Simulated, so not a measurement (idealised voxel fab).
The document below concerns the process module designated voxel ribs on slabs.
Section shown: cut. Width: 220 nm. Cell size: 5 nm, square.
The cross-sections in this document take the form of a grid made of square cells. They are written out as bands, in order from top to bottom. Each band consists of one or more rows of cells.
Band: top height; bottom height; in nm. Then, left to right: material with width in nm, for each material. "all across": a single material spanning edge to edge. "air": empty space.
Heads up on the height convention: 0 is the point under which the incoming wafer is all one material, and the lowest band has no bottom, it just keeps going down, like "0 down".
Top row gets the first number, bottom row gets the second, and each row in between changes by the same step: that is how a band width like "30..40" works.
"changes: none" (step): cross-section cells unchanged, all of them.
Voids not open to the top, 8 cells minimum: see "Listed closed voids". Written width x height at distance; distance is from the left edge; nm.
Heads up: the bit after the settings on a step's line is the simulator's remark on that step.
When a step includes a mask, the "overlay nm" setting on its line states how far to the right of its planned place that mask lay, and negative values state how far to the left.
[Here's what the planned process steps look like]
step 1: RECEIVE (material Si)
step 2: DIRECTIONAL_DEP (material SiO2; thk nm 20)
step 3: DIRECTIONAL_DEP (material polySi; thk nm 25)
step 4: MASKED_ETCH (tone cover; mask id RIB; width nm 15; etch materials polySi; depth nm 15; overlay nm 0)
step 5: PATTERN (tone cover; mask id SLAB; material resist; width nm 50; thk nm 20; overlay nm 0)
step 6: DIRECTIONAL_ETCH (etch materials polySi; depth nm 10)
step 7: STRIP (etch materials resist)
step 8: FILL_DEP (material SiO2; thk nm 20)
step 9: CMP (height nm 60)
step 10: DIRECTIONAL_DEP (material W; thk nm 5)
step 11: PATTERN (tone cover; mask id HEATER; material resist; width nm 30; thk nm 20; overlay nm 0)
step 12: DIRECTIONAL_ETCH (etch materials W; depth nm 5)
step 13: STRIP (etch materials resist)
step 14: CONFORMAL_DEP (material SiN; thk nm 5)
Wafers differ in width nm at step 4; plan lists the first wafer's value; identical starting state.
[Received wafers, first of several: cross-section after step 1]
> 0 down | Si all across
> Listed closed voids: none
[End of module: cross-section of the first of several wafers after step 14, the last step]
> 70 to 65 | air 90 nm / SiN 40 nm / air 90 nm
> 65 to 60 | SiN 95 nm / W 30 nm / SiN 95 nm
> 60 to 45 | SiO2 all across
> 45 to 30 | SiO2 105 nm / polySi 15 nm / SiO2 100 nm
> 30 to 20 | SiO2 85 nm / polySi 50 nm / SiO2 85 nm
> 20 to 0 | SiO2 all across
> 0 down | Si all across
> Listed closed voids: none
[End of module: cross-section, last of several wafers]
> 70 to 65 | air 90 nm / SiN 40 nm / air 90 nm
> 65 to 60 | SiN 95 nm / W 30 nm / SiN 95 nm
> 60 to 45 | SiO2 all across
> 45 to 30 | SiO2 95 nm / polySi 35 nm / SiO2 90 nm
> 30 to 20 | SiO2 85 nm / polySi 50 nm / SiO2 85 nm
> 20 to 0 | SiO2 all across
> 0 down | Si all across
> Listed closed voids: none
[For your reference, the table is organized with a row per wafer; each row reflects the wafer at the end of the module, indicating for each material the cells gained (+) or lost (-) since receipt, and thereafter its closed voids]
width nm 15; +46 SiN; +499 SiO2; +6 W; +29 polySi; Listed closed voids: none
width nm 20; +46 SiN; +496 SiO2; +6 W; +32 polySi; Listed closed voids: none
width nm 25; +46 SiN; +493 SiO2; +6 W; +35 polySi; Listed closed voids: none
width nm 30; +46 SiN; +490 SiO2; +6 W; +38 polySi; Listed closed voids: none
width nm 35; +46 SiN; +487 SiO2; +6 W; +41 polySi; Listed closed voids: none
